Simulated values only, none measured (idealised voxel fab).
process module | voxel ribs on slabs
cross-section cut | 275 nm wide | cells 5 nm
A cross-section is a grid of square cells, given in bands from the top down. A band is one or more rows of cells.
Each band's line starts with the height of the band's top and of its bottom, in nm. Then come its materials from left to right, each with its width in nm. One material with "throughout" fills the band from edge to edge. "air" is empty space.
Height 0 is the level under which the wafer as received is all one material. The lowest band goes on downwards, as in "0 down".
A width such as "30 to 40" changes by the same amount from each row of cells to the next, from the band's top row to its bottom row.
"no change" after a step means that no cell of the cross-section changed.
closed voids: empty space of 8 cells or more with no open way to the top, each as width x height at its distance from the left edge, in nm
after a step's settings: what the simulator itself notes on the step
overlay nm, on a step with a mask: how far to the right of its planned place the mask lay; to the left if negative
plan
1 op RECEIVE | material Si
2 op DIRECTIONAL_DEP | material SiO2 | thk nm 20
3 op DIRECTIONAL_DEP | material SiN | thk nm 20
4 op MASKED_ETCH | tone cover | mask id RIB | width nm 25 | etch materials SiN | depth nm 10 | overlay nm 0
5 op MASKED_ETCH | tone cover | mask id SLAB | width nm 55 | etch materials SiN | depth nm 10 | overlay nm 0
6 op FILL_DEP | material SiO2 | thk nm 25
7 op CMP | height nm 60
8 op DIRECTIONAL_DEP | material TiN | thk nm 5
9 op PATTERN | tone cover | mask id HEATER | material resist | width nm 35 | thk nm 20 | overlay nm 0
10 op DIRECTIONAL_ETCH | etch materials TiN | depth nm 5
11 op STRIP | etch materials resist
12 op CONFORMAL_DEP | material SiN | thk nm 10
as received, after step 1
  0 down: Si throughout
  closed voids: none
a wafer at the end: this start, this plan, one mistake
  75 to 70: air 110 | SiN 55 | air 110
  70 to 65: SiN throughout
  65 to 60: SiN 120 | TiN 35 | SiN 120
  60 to 20: SiN throughout
  20 to 0: SiO2 throughout
  0 down: Si throughout
  closed voids: none
what went wrong: step 6 ran as: op FILL_DEP | material SiN | thk nm 25
